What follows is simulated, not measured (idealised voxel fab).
Process module in this document: voxel self aligned vias
The width of the displayed cross-section, cut, is 285 nm; its cells are square, with a size of 5 nm.
Think of the cross-section as a grid of square cells. We describe it in bands, top to bottom, and each band covers one or more rows of those cells.
Within each band entry, the heights of the top and of the bottom of the band appear first, in that order and in nm; the materials of the band then follow from left to right, each with its corresponding width in nm. The designation "full width" on a single material indicates that it fills the band from edge to edge; the designation "blank" indicates empty space.
Convention: height 0 is the level below which the wafer, as received, is all one material. The lowest band does not terminate at the bottom but continues downward, represented as "z 0 and below".
The width entry "30->40" should be interpreted row by row: the top row of cells in the band takes the first number, the bottom row takes the second number, and the change between adjacent rows is uniform throughout.
The cross-section has no changed cell in any step marked "remains unaltered".
"Voids, enclosed" contains a list of empty spaces, each no smaller than 8 cells and without an open way to the top, written in the form width x height at distance with the distance from the left edge and all three in nm.
Anything after a step's settings on that line? It's the simulator's own note about the step.
overlay nm: for a step with a mask, the amount by which the mask lay right of where it was planned; a negative amount means left of it.
Planned step list for the process:
1,op RECEIVE | material Si
2,op CONFORMAL_DEP | material SiO2 | thk nm 15
3,op CONFORMAL_DEP | material SiCN | thk nm 5
4,op DIRECTIONAL_DEP | material SiO2 | thk nm 25
5,op DIRECTIONAL_DEP | material aC | thk nm 10
6,op PATTERN | tone open | mask id LINES | material resist | width nm 25 | pitch nm 65 | thk nm 25 | overlay nm 0
7,op DIRECTIONAL_ETCH | etch materials aC | depth nm 10
8,op STRIP | etch materials resist
9,op DIRECTIONAL_ETCH | etch materials SiO2 | depth nm 25
10,op STRIP | etch materials aC
11,op CONFORMAL_DEP | material TiN | thk nm 5
12,op FILL_DEP | material Ru | thk nm 5
13,op CMP | height nm 45
14,op SELECTIVE_ETCH | etch materials W Ru TiN | depth nm 10
15,op FILL_DEP | material SiN | thk nm 10
16,op CMP | height nm 45
17,op DIRECTIONAL_DEP | material SiO2 | thk nm 20
18,op PATTERN | tone open | mask id VIAS | material resist | width nm 45 | pitch nm 130 | thk nm 15 | overlay nm 0
19,op DIRECTIONAL_ETCH | etch materials SiO2 | depth nm 20
20,op DIRECTIONAL_ETCH | etch materials SiN | depth nm 10
21,op STRIP | etch materials resist
22,op CONFORMAL_DEP | material TiN | thk nm 5
23,op FILL_DEP | material Cu | thk nm 10
24,op CMP | height nm 65
25,op CONFORMAL_DEP | material SiCN | thk nm 5
Cross-section of the wafer upon arrival, representing the state reached after step 1:
  z 0 and below | Si full width
  Voids, enclosed: none
First of two wafers at the end of the module, shown in cross-section; run carried out as planned:
  z 70 to 65 | SiCN full width
  z 65 to 50 | 55 SiO2, then 5 TiN, then 35 Cu, then 5 TiN, then 85 SiO2, then 5 TiN, then 35 Cu, then 5 TiN, then 55 SiO2
  z 50 to 45 | 55 SiO2, then 15 TiN, then 15 Cu, then 15 TiN, then 85 SiO2, then 15 TiN, then 15 Cu, then 15 TiN, then 55 SiO2
  z 45 to 40 | 65 SiO2, then 5 TiN, then 15 Cu, then 5 TiN, then 40 SiO2, then 25 SiN, then 40 SiO2, then 5 TiN, then 15 Cu, then 5 TiN, then 65 SiO2
  z 40 to 35 | 65 SiO2, then 25 TiN, then 40 SiO2, then 25 SiN, then 40 SiO2, then 25 TiN, then 65 SiO2
  z 35 to 25 | 65 SiO2, then 5 TiN, then 15 Ru, then 5 TiN, then 40 SiO2, then 5 TiN, then 15 Ru, then 5 TiN, then 40 SiO2, then 5 TiN, then 15 Ru, then 5 TiN, then 65 SiO2
  z 25 to 20 | 65 SiO2, then 25 TiN, then 40 SiO2, then 25 TiN, then 40 SiO2, then 25 TiN, then 65 SiO2
  z 20 to 15 | SiCN full width
  z 15 to 0 | SiO2 full width
  z 0 and below | Si full width
  Voids, enclosed: none
Second of two wafers, module complete, sectioned: it shares the first wafer's start and plan but was run with one mistake:
  z 70 to 65 | SiCN full width
  z 65 to 50 | 55 SiO2, then 5 TiN, then 35 Cu, then 5 TiN, then 85 SiO2, then 5 TiN, then 35 Cu, then 5 TiN, then 55 SiO2
  z 50 to 45 | 55 SiO2, then 45 TiN, then 85 SiO2, then 45 TiN, then 55 SiO2
  z 45 to 40 | SiCN full width
  z 40 to 0 | SiO2 full width
  z 0 and below | Si full width
  Voids, enclosed: none
Run error: steps 3 and 4 traded places in the executed sequence
It is noted that, at the conclusion of processing, the second wafer exhibits a higher or lower cell count for certain materials relative to the first: -12 Cu | -18 Ru | -10 SiN | +75 SiO2 | -35 TiN
